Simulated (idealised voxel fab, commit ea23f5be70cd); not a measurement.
process module | voxel ribs on slabs
cross-section cut | 285 nm wide | cells 5 nm
A cross-section is a grid of square cells, given in bands from the top down. A band is one or more rows of cells.
Each band's line starts with the height of the band's top and of its bottom, in nm. Then come its materials from left to right, each with its width in nm. One material with "throughout" fills the band from edge to edge. "air" is empty space.
Height 0 is the level under which the wafer as received is all one material. The lowest band goes on downwards, as in "0 down".
A width such as "30 to 40" changes by the same amount from each row of cells to the next, from the band's top row to its bottom row.
"no change" after a step means that no cell of the cross-section changed.
closed voids: empty space of 8 cells or more with no open way to the top, each as width x height at its distance from the left edge, in nm
after a step's settings: what the simulator itself notes on the step
overlay nm, on a step with a mask: how far to the right of its planned place the mask lay; to the left if negative
plan
1 op RECEIVE | material Si
2 op DIRECTIONAL_DEP | material SiO2 | thk nm 20
3 op DIRECTIONAL_DEP | material polySi | thk nm 25
4 op DIRECTIONAL_DEP | material aC | thk nm 15
5 op PATTERN | tone cover | mask id RIB | material resist | width nm 20 | thk nm 35 | overlay nm 0
6 op DIRECTIONAL_ETCH | etch materials aC | depth nm 15
7 op STRIP | etch materials resist
8 op DIRECTIONAL_ETCH | etch materials polySi | depth nm 20
9 op STRIP | etch materials aC
10 op MASKED_ETCH | tone cover | mask id SLAB | width nm 60 | etch materials polySi | depth nm 5 | overlay nm 0
11 op FILL_DEP | material SiO2 | thk nm 25
12 op CMP | height nm 60
13 op DIRECTIONAL_DEP | material W | thk nm 10
14 op DIRECTIONAL_DEP | material aC | thk nm 15
15 op PATTERN | tone cover | mask id HEATER | material resist | width nm 30 | thk nm 35 | overlay nm 0
16 op DIRECTIONAL_ETCH | etch materials aC | depth nm 15
17 op STRIP | etch materials resist
18 op DIRECTIONAL_ETCH | etch materials W | depth nm 10
19 op STRIP | etch materials aC
20 op CONFORMAL_DEP | material SiO2 | thk nm 10
as received, after step 1
  0 down: Si throughout
  closed voids: none
a wafer at the end: this start, this plan, one mistake
  80 to 70: SiO2 135 | air 10 | SiO2 140
  70 to 60: W 125 | SiO2 30 | W 130
  60 to 45: SiO2 throughout
  45 to 25: SiO2 130 | polySi 20 | SiO2 135
  25 to 20: SiO2 110 | polySi 60 | SiO2 115
  20 to 0: SiO2 throughout
  0 down: Si throughout
  closed voids: none
what went wrong: step 15 ran as: op PATTERN | tone open | mask id HEATER | material resist | width nm 30 | thk nm 35 | overlay nm 0
